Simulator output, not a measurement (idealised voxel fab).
Process module heading - voxel gate over fins
Shown is cross-section cut, with a width of 140 nm and square cells of size 5 nm.
Bands, listed from the top down, are how a cross-section gets written in this document; the cross-section itself is a grid of square cells, and a band is one or more rows of them. Look at the band entry: it leads with the top's height and the bottom's height in nm. Then it lists the materials left to right, with a width in nm for each. The word "all across" on a single material says that material fills the band edge to edge. The word "empty" is empty space. A quick word on heights: they are counted from 0, and under that level the wafer as it came to us is one material throughout. The lowest band is different from the rest in having no bottom; it simply continues downward, written as in "0 and below". With a width like "30->40", each row of cells in the band differs from the next by the same amount, the top row carrying the first number and the bottom row the second. Reading "identical to before" for a step: not a cell of the cross-section changed in it. Under "Trapped voids" you'll find the enclosed gaps, the ones with no way out to the top, that are 8 cells or bigger; each reads width x height at distance, with distance counted from the left edge, everything in nm. It should be noted that, on the line of a given step, the content following the step's settings is a remark produced by the simulator itself with respect to that step. overlay nm: mask right of planned place by this much (step with mask). Neg. = left.

The process steps that were planned are listed below:
1 op RECEIVE | material Si
2 op CONFORMAL_DEP | material SiN | thk nm 5
3 op PATTERN | tone cover | mask id FINS | material resist | width nm 15 | pitch nm 40 | thk nm 20 | overlay nm 0
4 op DIRECTIONAL_ETCH | etch materials SiN | depth nm 5
5 op DIRECTIONAL_ETCH | etch materials Si | depth nm 40
6 op STRIP | etch materials resist
7 op FILL_DEP | material SiO2 | thk nm 10
8 op CMP | height nm 5
9 op SELECTIVE_ETCH | etch materials SiO2 | depth nm 20
10 op STRIP | etch materials SiN
11 op CONFORMAL_DEP | material HfO2 | thk nm 5
12 op CONFORMAL_DEP | material TiN | thk nm 5
13 op CONFORMAL_DEP | material TiAl | thk nm 5
14 op CONFORMAL_DEP | material TiN | thk nm 5
15 op FILL_DEP | material W | thk nm 10
16 op CMP | height nm 25
17 op CONFORMAL_DEP | material SiCN | thk nm 5

Run as planned: first of two wafers:

As-received wafer cross-section (after step 1):
- 0 and below: Si all across
- Trapped voids: none

Cross-section of the wafer subsequent to step 2:
- 5 down to 0: SiN all across
- Below 0 it's all the same as before, nothing changed down there.

Cross-section of the wafer subsequent to step 3:
- 25 down to 5: 40 of empty  15 of resist  25 of empty  15 of resist  45 of empty
- Below 5 it's all the same as before, nothing changed down there.

Cross-section of the wafer subsequent to step 4:
- 25 down to 5: 40 of empty  15 of resist  25 of empty  15 of resist  45 of empty
- 5 down to 0: 40 of empty  15 of SiN  25 of empty  15 of SiN  45 of empty
- Below 0 it's all the same as before, nothing changed down there.

Cross-section of the wafer subsequent to step 5:
- 25 down to 5: 40 of empty  15 of resist  25 of empty  15 of resist  45 of empty
- 5 down to 0: 40 of empty  15 of SiN  25 of empty  15 of SiN  45 of empty
- 0 down to -40: 40 of empty  15 of Si  25 of empty  15 of Si  45 of empty
- Below -40 it's all the same as before, nothing changed down there.

Cross-section of the wafer subsequent to step 6:
- 5 down to 0: 40 of empty  15 of SiN  25 of empty  15 of SiN  45 of empty
- Below 0 it's all the same as before, nothing changed down there.

Cross-section of the wafer subsequent to step 7:
- 15 down to 5: SiO2 all across
- 5 down to 0: 40 of SiO2  15 of SiN  25 of SiO2  15 of SiN  45 of SiO2
- 0 down to -40: 40 of SiO2  15 of Si  25 of SiO2  15 of Si  45 of SiO2
- Below -40 it's all the same as before, nothing changed down there.

Cross-section of the wafer subsequent to step 8:
- 5 down to 0: 40 of SiO2  15 of SiN  25 of SiO2  15 of SiN  45 of SiO2
- Below 0 it's all the same as before, nothing changed down there.

Cross-section of the wafer subsequent to step 9:
- 5 down to 0: 40 of empty  15 of SiN  25 of empty  15 of SiN  45 of empty
- 0 down to -15: 40 of empty  15 of Si  25 of empty  15 of Si  45 of empty
- Below -15 it's all the same as before, nothing changed down there.

Cross-section of the wafer subsequent to step 10:
- 0 down to -15: 40 of empty  15 of Si  25 of empty  15 of Si  45 of empty
- Below -15 it's all the same as before, nothing changed down there.

Cross-section of the wafer subsequent to step 11:
- 5 down to 0: 35 of empty  25 of HfO2  15 of empty  25 of HfO2  40 of empty
- 0 down to -10: 35 of empty  5 of HfO2  15 of Si  5 of HfO2  15 of empty  5 of HfO2  15 of Si  5 of HfO2  40 of empty
- -10 down to -15: 40 of HfO2  15 of Si  25 of HfO2  15 of Si  45 of HfO2
- Below -15 it's all the same as before, nothing changed down there.

Cross-section of the wafer subsequent to step 12:
- 10 down to 5: 30 of empty  35 of TiN  5 of empty  35 of TiN  35 of empty
- 5 down to 0: 30 of empty  5 of TiN  25 of HfO2  5 of TiN  5 of empty  5 of TiN  25 of HfO2  5 of TiN  35 of empty
- 0 down to -5: 30 of empty  5 of TiN  5 of HfO2  15 of Si  5 of HfO2  5 of TiN  5 of empty  5 of TiN  5 of HfO2  15 of Si  5 of HfO2  5 of TiN  35 of empty
- -5 down to -10: 35 of TiN  5 of HfO2  15 of Si  5 of HfO2  15 of TiN  5 of HfO2  15 of Si  5 of HfO2  40 of TiN
- Below -10 it's all the same as before, nothing changed down there.

Cross-section of the wafer subsequent to step 13:
- 15 down to 10: 25 of empty  85 of TiAl  30 of empty
- 10 down to 5: 25 of empty  5 of TiAl  35 of TiN  5 of TiAl  35 of TiN  5 of TiAl  30 of empty
- 5 down to 0: 25 of empty  5 of TiAl  5 of TiN  25 of HfO2  5 of TiN  5 of TiAl  5 of TiN  25 of HfO2  5 of TiN  5 of TiAl  30 of empty
- 0 down to -5: 30 of TiAl  5 of TiN  5 of HfO2  15 of Si  5 of HfO2  5 of TiN  5 of TiAl  5 of TiN  5 of HfO2  15 of Si  5 of HfO2  5 of TiN  35 of TiAl
- Below -5 it's all the same as before, nothing changed down there.

Cross-section of the wafer subsequent to step 14:
- 20 down to 15: 20 of empty  95 of TiN  25 of empty
- 15 down to 10: 20 of empty  5 of TiN  85 of TiAl  5 of TiN  25 of empty
- 10 down to 5: 20 of empty  5 of TiN  5 of TiAl  35 of TiN  5 of TiAl  35 of TiN  5 of TiAl  5 of TiN  25 of empty
- 5 down to 0: 25 of TiN  5 of TiAl  5 of TiN  25 of HfO2  5 of TiN  5 of TiAl  5 of TiN  25 of HfO2  5 of TiN  5 of TiAl  30 of TiN
- Below 0 it's all the same as before, nothing changed down there.

Cross-section of the wafer subsequent to step 15:
- 30 down to 20: W all across
- 20 down to 15: 20 of W  95 of TiN  25 of W
- 15 down to 10: 20 of W  5 of TiN  85 of TiAl  5 of TiN  25 of W
- 10 down to 5: 20 of W  5 of TiN  5 of TiAl  35 of TiN  5 of TiAl  35 of TiN  5 of TiAl  5 of TiN  25 of W
- Below 5 it's all the same as before, nothing changed down there.

Cross-section of the wafer subsequent to step 16:
- 25 down to 20: W all across
- Below 20 it's all the same as before, nothing changed down there.

Cross-section of the wafer subsequent to step 17:
- 30 down to 25: SiCN all across
- Below 25 it's all the same as before, nothing changed down there.

Second wafer - shared start and plan with the first - one error in running - same as the first up to step 2 inclusive:

Here is the second wafer in cross-section at the point where step 3 of the plan should have been done:
- 25 down to 5: 40 of resist  15 of empty  25 of resist  15 of empty  45 of resist
- Below 5 it's all the same as before, nothing changed down there.

Here is the second wafer in cross-section at the point where step 4 of the plan should have been done:
- 25 down to 5: 40 of resist  15 of empty  25 of resist  15 of empty  45 of resist
- 5 down to 0: 40 of SiN  15 of empty  25 of SiN  15 of empty  45 of SiN
- Below 0 it's all the same as before, nothing changed down there.

Here is the second wafer in cross-section at the point where step 5 of the plan should have been done:
- 25 down to 5: 40 of resist  15 of empty  25 of resist  15 of empty  45 of resist
- 5 down to 0: 40 of SiN  15 of empty  25 of SiN  15 of empty  45 of SiN
- 0 down to -40: 40 of Si  15 of empty  25 of Si  15 of empty  45 of Si
- Below -40 it's all the same as before, nothing changed down there.

Here is the second wafer in cross-section at the point where step 6 of the plan should have been done:
- 5 down to 0: 40 of SiN  15 of empty  25 of SiN  15 of empty  45 of SiN
- Below 0 it's all the same as before, nothing changed down there.

Here is the second wafer in cross-section at the point where step 7 of the plan should have been done:
- 15 down to 5: SiO2 all across
- 5 down to 0: 40 of SiN  15 of SiO2  25 of SiN  15 of SiO2  45 of SiN
- 0 down to -40: 40 of Si  15 of SiO2  25 of Si  15 of SiO2  45 of Si
- Below -40 it's all the same as before, nothing changed down there.

Here is the second wafer in cross-section at the point where step 8 of the plan should have been done:
- 5 down to 0: 40 of SiN  15 of SiO2  25 of SiN  15 of SiO2  45 of SiN
- Below 0 it's all the same as before, nothing changed down there.

Here is the second wafer in cross-section at the point where step 9 of the plan should have been done:
- 5 down to 0: 40 of SiN  15 of empty  25 of SiN  15 of empty  45 of SiN
- 0 down to -15: 40 of Si  15 of empty  25 of Si  15 of empty  45 of Si
- Below -15 it's all the same as before, nothing changed down there.

Here is the second wafer in cross-section at the point where step 10 of the plan should have been done:
- 0 down to -15: 40 of Si  15 of empty  25 of Si  15 of empty  45 of Si
- Below -15 it's all the same as before, nothing changed down there.

Here is the second wafer in cross-section at the point where step 11 of the plan should have been done:
- 5 down to 0: 45 of HfO2  5 of empty  35 of HfO2  5 of empty  50 of HfO2
- 0 down to -10: 40 of Si  5 of HfO2  5 of empty  5 of HfO2  25 of Si  5 of HfO2  5 of empty  5 of HfO2  45 of Si
- -10 down to -15: 40 of Si  15 of HfO2  25 of Si  15 of HfO2  45 of Si
- Below -15 it's all the same as before, nothing changed down there.

Here is the second wafer in cross-section at the point where step 12 of the plan should have been done:
- 10 down to 5: TiN all across
- 5 down to 0: 45 of HfO2  5 of TiN  35 of HfO2  5 of TiN  50 of HfO2
- 0 down to -10: 40 of Si  5 of HfO2  5 of TiN  5 of HfO2  25 of Si  5 of HfO2  5 of TiN  5 of HfO2  45 of Si
- Below -10 it's all the same as before, nothing changed down there.

Here is the second wafer in cross-section at the point where step 13 of the plan should have been done:
- 15 down to 10: TiAl all across
- Below 10 it's all the same as before, nothing changed down there.

Here is the second wafer in cross-section at the point where step 14 of the plan should have been done:
- 20 down to 15: TiN all across
- Below 15 it's all the same as before, nothing changed down there.

Here is the second wafer in cross-section at the point where step 15 of the plan should have been done:
- 30 down to 20: W all across
- Below 20 it's all the same as before, nothing changed down there.

Here is the second wafer in cross-section at the point where step 16 of the plan should have been done:
- 25 down to 20: W all across
- Below 20 it's all the same as before, nothing changed down there.

Here is the second wafer in cross-section at the point where step 17 of the plan should have been done:
- 30 down to 25: SiCN all across
- Below 25 it's all the same as before, nothing changed down there.
Here's what went sideways: heads up, step 3 didn't go per plan, it actually ran as op PATTERN | tone open | mask id FINS | material resist | width nm 15 | pitch nm 40 | thk nm 20 | overlay nm 0
Cell-count delta at end, second wafer over first, by material: Si: 128 more, SiO2: 80 fewer, TiAl: 9 fewer, TiN: 12 fewer, W: 27 fewer
